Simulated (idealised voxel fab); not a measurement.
The process module presented herein is designated voxel transistor to metal.
It is cross-section cut that appears here, measuring 150 nm in width, its square cells being 5 nm in size.
Square cells in a grid make up a cross-section in this document, and the grid is given as bands, listed from the top down, each one or more rows of cells.
Band: top height; bottom height; in nm. Then, left to right: material with width in nm, for each material. "all across": a single material spanning edge to edge. "blank": empty space.
Height datum 0, below which the as-received substrate wafer is one material. Lowest band open at the bottom, running downward: "0 -> down".
The notation "30->40" denotes a width that varies across the rows of cells in the band, beginning at the first number in the top row, finishing at the second number in the bottom row, and changing by an identical amount from each row to the next.
"stayed the same" -> step changed no cross-section cell.
Look at "Enclosed void listing" for the closed voids: empty spaces with no open path to the top, sized 8 cells or up. Each is width x height at distance, distance from the left edge, all nm.
Heads up: the bit after the settings on a step's line is the simulator's remark on that step.
overlay nm: on a step with a mask, how far right of its planned place the mask lay; negative means left.
List of planned process steps:
1. RECEIVE with material Si
2. OXIDIZE with depth nm 5
3. CONFORMAL_DEP with material SiN, thk nm 15
4. PATTERN with tone cover, mask id ACTIVE, material resist, width nm 115, thk nm 15, overlay nm 0
5. DIRECTIONAL_ETCH with etch materials SiN, depth nm 15
6. DIRECTIONAL_ETCH with etch materials SiO2, depth nm 5
7. DIRECTIONAL_ETCH with etch materials Si, depth nm 35
8. STRIP with etch materials resist
9. FILL_DEP with material SiO2, thk nm 15
10. CMP with height nm 15
11. SELECTIVE_ETCH with etch materials SiO2, depth nm 5
12. STRIP with etch materials SiN
13. SELECTIVE_ETCH with etch materials SiO2, depth nm 5
14. OXIDIZE with depth nm 5
15. DIRECTIONAL_DEP with material polySi, thk nm 30
16. DIRECTIONAL_DEP with material SiCN, thk nm 15
17. DIRECTIONAL_DEP with material aC, thk nm 15
18. PATTERN with tone cover, mask id GATE, material resist, width nm 35, thk nm 35, overlay nm 0
19. DIRECTIONAL_ETCH with etch materials aC, depth nm 15
20. STRIP with etch materials resist
21. DIRECTIONAL_ETCH with etch materials SiCN, depth nm 25
22. DIRECTIONAL_ETCH with etch materials polySi, depth nm 40
23. STRIP with etch materials aC
24. CONFORMAL_DEP with material SiO2, thk nm 5
25. DIRECTIONAL_ETCH with etch materials SiO2, depth nm 5
26. CONFORMAL_DEP with material SiN, thk nm 5
27. DIRECTIONAL_ETCH with etch materials SiN, depth nm 5
28. DIRECTIONAL_ETCH with etch materials SiO2, depth nm 5
29. DIRECTIONAL_ETCH with etch materials Si, depth nm 5
30. EPI with material nSi, thk nm 5
31. FILL_DEP with material SiO2, thk nm 5
32. CMP with height nm 25
33. STRIP with etch materials polySi
34. SELECTIVE_ETCH with etch materials SiO2, depth nm 5
35. CONFORMAL_DEP with material HfO2, thk nm 5
36. CONFORMAL_DEP with material TiN, thk nm 5
37. FILL_DEP with material W, thk nm 5
38. CMP with height nm 20
39. DIRECTIONAL_DEP with material SiO2, thk nm 10
40. MASKED_ETCH with tone open, mask id CONTACT, width nm 15, pitch nm 90, etch materials SiO2, depth nm 40, overlay nm 0
41. CONFORMAL_DEP with material TiN, thk nm 5
42. FILL_DEP with material W, thk nm 10
43. CMP with height nm 30
44. CONFORMAL_DEP with material SiCN, thk nm 5
45. DIRECTIONAL_DEP with material lowk, thk nm 15
46. PATTERN with tone open, mask id METAL_1, material resist, width nm 15, pitch nm 90, thk nm 15, overlay nm 0
47. DIRECTIONAL_ETCH with etch materials lowk, depth nm 15
48. DIRECTIONAL_ETCH with etch materials SiCN, depth nm 5
49. STRIP with etch materials resist
50. CONFORMAL_DEP with material TiN, thk nm 5
51. FILL_DEP with material W, thk nm 5
52. CMP with height nm 50
53. EPI with material Ru, thk nm 5
54. FILL_DEP with material SiCN, thk nm 5
55. DIRECTIONAL_DEP with material SiO2, thk nm 30
56. DIRECTIONAL_DEP with material aC, thk nm 15
57. PATTERN with tone open, mask id METAL_2, material resist, width nm 15, pitch nm 90, thk nm 35, overlay nm 0
58. DIRECTIONAL_ETCH with etch materials aC, depth nm 15
59. STRIP with etch materials resist
60. DIRECTIONAL_ETCH with etch materials SiO2, depth nm 15
61. STRIP with etch materials aC
62. MASKED_ETCH with tone open, mask id METAL_2_HOLES, width nm 15, pitch nm 90, etch materials SiO2, depth nm 15, overlay nm 0
63. MASKED_ETCH with tone open, mask id METAL_2_HOLES, width nm 15, pitch nm 90, etch materials SiCN, depth nm 5, overlay nm 0
64. CONFORMAL_DEP with material TiN, thk nm 5
65. FILL_DEP with material Cu, thk nm 10
66. CMP with height nm 90
67. CONFORMAL_DEP with material SiCN, thk nm 5
As received (post step 1): cross-section:
> 0 -> down | Si all across
> Enclosed void listing: none
Below is the wafer in cross-section after the module was completed. It began from the starting point shown above and followed the plan shown above, except that one mistake was made while running it:
> 95 -> 90 | SiCN all across
> 90 -> 60 | 20 of SiO2; 5 of TiN; 5 of Cu; 5 of TiN; 75 of SiO2; 5 of TiN; 5 of Cu; 5 of TiN; 25 of SiO2
> 60 -> 55 | 20 of SiCN; 15 of TiN; 75 of SiCN; 15 of TiN; 25 of SiCN
> 55 -> 50 | 15 of SiCN; 25 of Ru; 65 of SiCN; 25 of Ru; 20 of SiCN
> 50 -> 35 | 20 of lowk; 5 of TiN; 5 of W; 5 of TiN; 75 of lowk; 5 of TiN; 5 of W; 5 of TiN; 25 of lowk
> 35 -> 30 | 20 of SiCN; 15 of TiN; 75 of SiCN; 15 of TiN; 25 of SiCN
> 30 -> 20 | 20 of SiO2; 5 of TiN; 5 of W; 5 of TiN; 75 of SiO2; 5 of TiN; 5 of W; 5 of TiN; 25 of SiO2
> 20 -> 0 | 20 of SiO2; 5 of TiN; 5 of W; 5 of TiN; 15 of SiO2; 5 of SiN; 5 of HfO2; 5 of TiN; 15 of W; 5 of TiN; 5 of HfO2; 5 of SiN; 15 of SiO2; 5 of TiN; 5 of W; 5 of TiN; 25 of SiO2
> 0 -> -5 | 10 of SiO2; 5 of SiN; 5 of SiO2; 5 of TiN; 5 of W; 5 of TiN; 15 of SiO2; 5 of SiN; 5 of HfO2; 25 of TiN; 5 of HfO2; 5 of SiN; 15 of SiO2; 5 of TiN; 5 of W; 5 of TiN; 5 of SiO2; 5 of SiN; 15 of SiO2
> -5 -> -10 | 10 of SiO2; 5 of SiN; 5 of SiO2; 15 of TiN; 10 of SiO2; 5 of nSi; 5 of SiN; 35 of HfO2; 5 of SiN; 5 of nSi; 10 of SiO2; 15 of TiN; 5 of SiO2; 5 of SiN; 15 of SiO2
> -10 -> -15 | 15 of SiO2; 35 of nSi; 45 of Si; 35 of nSi; 20 of SiO2
> -15 -> -40 | 15 of SiO2; 115 of Si; 20 of SiO2
> -40 -> down | Si all across
> Enclosed void listing: none
Here's what went sideways: heads up, step 24 of the plan was skipped and never actually ran
